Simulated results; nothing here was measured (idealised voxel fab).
process module | voxel released beams
cross-section cut | 190 nm wide | cells 5 nm
A cross-section is a grid of square cells, given in bands from the top down. A band is one or more rows of cells.
Each band's line starts with the height of the band's top and of its bottom, in nm. Then come its materials from left to right, each with its width in nm. One material with "throughout" fills the band from edge to edge. "air" is empty space.
Height 0 is the level under which the wafer as received is all one material. The lowest band goes on downwards, as in "0 down".
A width such as "30 to 40" changes by the same amount from each row of cells to the next, from the band's top row to its bottom row.
"no change" after a step means that no cell of the cross-section changed.
closed voids: empty space of 8 cells or more with no open way to the top, each as width x height at its distance from the left edge, in nm
after a step's settings: what the simulator itself notes on the step
overlay nm, on a step with a mask: how far to the right of its planned place the mask lay; to the left if negative
plan
1 op RECEIVE | material Si
2 op CONFORMAL_DEP | material Al2O3 | thk nm 5
3 op DIRECTIONAL_DEP | material SiO2 | thk nm 20
4 op MASKED_ETCH | tone open | mask id ANCHOR | width nm 35 | etch materials SiO2 | depth nm 20 | overlay nm 0
5 op CONFORMAL_DEP | material W | thk nm 15
6 op DIRECTIONAL_DEP | material aC | thk nm 5
7 op PATTERN | tone cover | mask id BEAM | material resist | width nm 115 | thk nm 25 | overlay nm 0
8 op DIRECTIONAL_ETCH | etch materials aC | depth nm 10
9 op STRIP | etch materials resist
10 op DIRECTIONAL_ETCH | etch materials W | depth nm 15
11 op STRIP | etch materials aC
12 op STRIP | etch materials SiO2
varied across the wafers: thk nm of step 6. The plan shows the first wafer's value. All wafers start alike
first wafer as received, after step 1
  0 down: Si throughout
  closed voids: none
first wafer at the end, after step 12
  40 to 25: air 35 | W 20 | air 5 | W 90 | air 40
  25 to 20: air 40 | W 15 | air 5 | W 15 | air 115
  20 to 5: air 40 | W 35 | air 115
  5 to 0: Al2O3 throughout
  0 down: Si throughout
  closed voids: none
last wafer at the end
  40 to 25: W 55 | air 5 | W 130
  25 to 20: SiO2 40 | W 15 | air 5 | W 15 | SiO2 115
  20 to 5: SiO2 40 | W 35 | SiO2 115
  5 to 0: Al2O3 throughout
  0 down: Si throughout
  closed voids: none
each wafer at the end: cells of each material gained (+) or lost (-) since it was received, then its closed voids
thk nm 5 | +38 Al2O3 | +93 W | closed voids: none
thk nm 10 | +38 Al2O3 | +93 W | closed voids: none
thk nm 15 | +38 Al2O3 | +124 SiO2 | +138 W | closed voids: none
thk nm 20 | +38 Al2O3 | +124 SiO2 | +138 W | closed voids: none
thk nm 25 | +38 Al2O3 | +124 SiO2 | +138 W | closed voids: none
